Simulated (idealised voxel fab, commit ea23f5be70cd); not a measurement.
This is a process module. Its name is voxel double patterning.
Cross-sectional view cut (width: 155 nm; square cell size: 5 nm).
The cross-sections in this document take the form of a grid made of square cells. They are written out as bands, in order from top to bottom. Each band consists of one or more rows of cells. Band: top and bottom heights (nm) first, top before bottom; then materials from left to right, widths in nm. "edge to edge" marks a sole material filling the band edge to edge. "blank" denotes empty space. Heads up on the height convention: 0 is the point under which the incoming wafer is all one material, and the lowest band has no bottom, it just keeps going down, like "0..down". Per-row width for "30 to 40": begins at first number (top row of band), ends at second number (bottom row), increment between rows held constant. "remained the same", as given for a step, is the statement that not any cell of the cross-section underwent a change during that step. Unvented voids: empty space of 8 cells or more with no open way to the top, each as width x height at its distance from the left edge, in nm. That trailing text on a step's line, after the settings, is the simulator's own remark on the step. Each step line may optionally specify "overlay nm", which for a step with a mask gives the rightward distance between the mask's planned place and where it lay, a negative value indicating the leftward direction.

### List of planned process steps
1,RECEIVE with material Si
2,CONFORMAL_DEP with material SiO2, thk nm 10
3,DIRECTIONAL_DEP with material polySi, thk nm 15
4,DIRECTIONAL_DEP with material SiCN, thk nm 10
5,MASKED_ETCH with tone open, mask id FIRST, width nm 15, pitch nm 50, etch materials SiCN, depth nm 10, overlay nm 0
6,MASKED_ETCH with tone open, mask id SECOND, width nm 15, pitch nm 50, etch materials SiCN, depth nm 10, overlay nm 0
7,DIRECTIONAL_ETCH with etch materials polySi, depth nm 15
8,STRIP with etch materials SiCN

### as received, after step 1
    0..down: Si edge to edge
    Unvented voids: none

### Wafer at module end, in section. Began as above, planned as above, run with one mistake
    25..10: 20 of polySi, 15 of blank, 20 of polySi, 30 of blank, 20 of polySi, 30 of blank, 20 of polySi
    10..0: SiO2 edge to edge
    0..down: Si edge to edge
    Unvented voids: none
It is concluded that the wafer was processed incorrectly with respect to the plan, in that step 6 ran with different settings than intended, the actual operation and settings being MASKED_ETCH with tone open, mask id SECOND, width nm 15, pitch nm 50, etch materials SiCN, depth nm 10, overlay nm 10
